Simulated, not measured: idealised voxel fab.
process module | voxel capacitor over wiring
cross-section cut | 180 nm wide | cells 5 nm
A cross-section is a grid of square cells, given in bands from the top down. A band is one or more rows of cells.
Each band's line starts with the height of the band's top and of its bottom, in nm. Then come its materials from left to right, each with its width in nm. One material with "throughout" fills the band from edge to edge. "air" is empty space.
Height 0 is the level under which the wafer as received is all one material. The lowest band goes on downwards, as in "0 down".
A width such as "30 to 40" changes by the same amount from each row of cells to the next, from the band's top row to its bottom row.
"no change" after a step means that no cell of the cross-section changed.
closed voids: empty space of 8 cells or more with no open way to the top, each as width x height at its distance from the left edge, in nm
after a step's settings: what the simulator itself notes on the step
overlay nm, on a step with a mask: how far to the right of its planned place the mask lay; to the left if negative
plan
1 op RECEIVE | material Si
2 op CONFORMAL_DEP | material SiO2 | thk nm 15
3 op CONFORMAL_DEP | material SiCN | thk nm 5
4 op DIRECTIONAL_DEP | material SiO2 | thk nm 25
5 op MASKED_ETCH | tone open | mask id METAL_1 | width nm 25 | pitch nm 75 | etch materials SiO2 | depth nm 25 | overlay nm 0
6 op MASKED_ETCH | tone open | mask id METAL_1 | width nm 25 | pitch nm 75 | etch materials SiCN | depth nm 5 | overlay nm 0
7 op CONFORMAL_DEP | material TiN | thk nm 5
8 op FILL_DEP | material W | thk nm 10
9 op CMP | height nm 45
10 op CONFORMAL_DEP | material SiCN | thk nm 5
11 op DIRECTIONAL_DEP | material SiO2 | thk nm 20
12 op MASKED_ETCH | tone open | mask id PLUG_1 | width nm 15 | etch materials SiO2 | depth nm 20 | overlay nm 0
13 op MASKED_ETCH | tone open | mask id PLUG_1 | width nm 15 | etch materials SiCN | depth nm 5 | overlay nm 0
14 op EPI | material Ru | thk nm 10
15 op EPI | material Ru | thk nm 10
16 op EPI | material Ru | thk nm 5
17 op DIRECTIONAL_DEP | material TiN | thk nm 10
18 op DIRECTIONAL_DEP | material SiN | thk nm 5
19 op DIRECTIONAL_DEP | material TiN | thk nm 10
20 op MASKED_ETCH | tone cover | mask id UPPER_PLATE | width nm 55 | etch materials TiN | depth nm 10 | overlay nm 0
21 op MASKED_ETCH | tone cover | mask id UPPER_PLATE | width nm 55 | etch materials SiN | depth nm 5 | overlay nm 0
22 op PATTERN | tone cover | mask id LOWER_PLATE | material resist | width nm 65 | thk nm 20 | overlay nm 0
23 op DIRECTIONAL_ETCH | etch materials TiN | depth nm 10
24 op STRIP | etch materials resist
25 op FILL_DEP | material SiO2 | thk nm 15
26 op CMP | height nm 105
27 op MASKED_ETCH | tone open | mask id PLUG_2 | width nm 15 | etch materials SiO2 | depth nm 10 | overlay nm 0
28 op CONFORMAL_DEP | material TiN | thk nm 5
29 op FILL_DEP | material Cu | thk nm 10
30 op CMP | height nm 105
31 op CONFORMAL_DEP | material SiN | thk nm 5
as received, after step 1
  0 down: Si throughout
  closed voids: none
a wafer at the end: this start, this plan, one mistake
  110 to 105: SiN throughout
  105 to 100: SiO2 60 | TiN 5 | Cu 5 | TiN 5 | SiO2 105
  100 to 95: SiO2 60 | TiN 15 | SiO2 105
  95 to 90: SiO2 50 | SiN 55 | SiO2 75
  90 to 80: SiO2 45 | TiN 65 | SiO2 70
  80 to 70: TiN throughout
  70 to 50: SiO2 50 | Ru 15 | SiO2 115
  50 to 45: SiCN 50 | Ru 15 | SiCN 115
  45 to 20: SiO2 40 | TiN 5 | W 15 | TiN 5 | SiO2 50 | TiN 5 | W 15 | TiN 5 | SiO2 40
  20 to 15: SiCN 40 | TiN 25 | SiCN 50 | TiN 25 | SiCN 40
  15 to 0: SiO2 throughout
  0 down: Si throughout
  closed voids: none
what went wrong: steps 18 and 19 were swapped
